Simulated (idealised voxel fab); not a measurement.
Process module in this document: voxel self aligned vias
Shown is cross-section cut, with a width of 270 nm and square cells of size 5 nm.
A cross-section is a grid of square cells, given in bands from the top down. A band is one or more rows of cells.
This entry defines a band. It first specifies the height of the band's top and the height of its bottom in nm, and then specifies the band's materials from left to right, stating each material with its width in nm. The word "edge to edge" identifies a single material that fills the band from edge to edge, while the word "air" identifies empty space.
Heights are reckoned from 0. Under this level, the received wafer is all of one material. The bottommost band is open-ended downward, for example "0 nm and below".
Width spec "30->40" -> top row of cells at first value, bottom row at second value, equal per-row change in between.
Key: "nothing altered" - step with no changed cell in the cross-section.
If an empty space has no open way to the top and is at least 8 cells in size, "Fully enclosed voids" lists it, written width x height at distance, where distance is measured from the left edge and every value is in nm.
Read whatever lies past the settings on a step's line as the simulator's own remark about the step.
overlay nm: on a step with a mask, how far right of its planned place the mask lay; negative means left.
# So here's the lineup of process steps we planned
1: RECEIVE, material Si
2: CONFORMAL_DEP, material SiO2, thk nm 10
3: CONFORMAL_DEP, material SiCN, thk nm 5
4: DIRECTIONAL_DEP, material SiO2, thk nm 30
5: PATTERN, tone open, mask id LINES, material resist, width nm 20, pitch nm 55, thk nm 15, overlay nm 0
6: DIRECTIONAL_ETCH, etch materials SiO2, depth nm 30
7: STRIP, etch materials resist
8: CONFORMAL_DEP, material TiN, thk nm 5
9: FILL_DEP, material W, thk nm 10
10: CMP, height nm 45
11: SELECTIVE_ETCH, etch materials W Ru TiN, depth nm 5
12: FILL_DEP, material SiN, thk nm 5
13: CMP, height nm 45
14: DIRECTIONAL_DEP, material SiO2, thk nm 15
15: DIRECTIONAL_DEP, material aC, thk nm 10
16: PATTERN, tone open, mask id VIAS, material resist, width nm 40, pitch nm 110, thk nm 25, overlay nm 0
17: DIRECTIONAL_ETCH, etch materials aC, depth nm 10
18: STRIP, etch materials resist
19: DIRECTIONAL_ETCH, etch materials SiO2, depth nm 15
20: DIRECTIONAL_ETCH, etch materials SiN, depth nm 5
21: STRIP, etch materials aC
22: CONFORMAL_DEP, material TiN, thk nm 5
23: FILL_DEP, material Cu, thk nm 5
24: CMP, height nm 60
25: CONFORMAL_DEP, material SiN, thk nm 5
# Cross-section, incoming material, after step 1
0 nm and below | Si edge to edge
Fully enclosed voids: none
# One mistake in running the module, otherwise start and plan as above: cross-section at the end
65 nm to 60 nm | SiN edge to edge
60 nm to 50 nm | SiO2 60  TiN 5  Cu 30  TiN 5  SiO2 70  TiN 5  Cu 30  TiN 5  SiO2 60
50 nm to 45 nm | SiO2 60  TiN 40  SiO2 70  TiN 40  SiO2 60
45 nm to 40 nm | SiN 60  TiN 10  SiO2 20  TiN 10  SiN 25  SiO2 20  SiN 25  TiN 10  SiO2 20  TiN 10  SiN 60
40 nm to 20 nm | W 65  TiN 5  SiO2 20  TiN 5  W 25  TiN 5  SiO2 20  TiN 5  W 25  TiN 5  SiO2 20  TiN 5  W 65
20 nm to 15 nm | TiN 70  SiO2 20  TiN 35  SiO2 20  TiN 35  SiO2 20  TiN 70
15 nm to 10 nm | SiCN edge to edge
10 nm to 0 nm | SiO2 edge to edge
0 nm and below | Si edge to edge
Fully enclosed voids: none
So what did we get wrong on this run? step 5: run off-plan, actual operation and settings PATTERN, tone cover, mask id LINES, material resist, width nm 20, pitch nm 55, thk nm 15, overlay nm 0
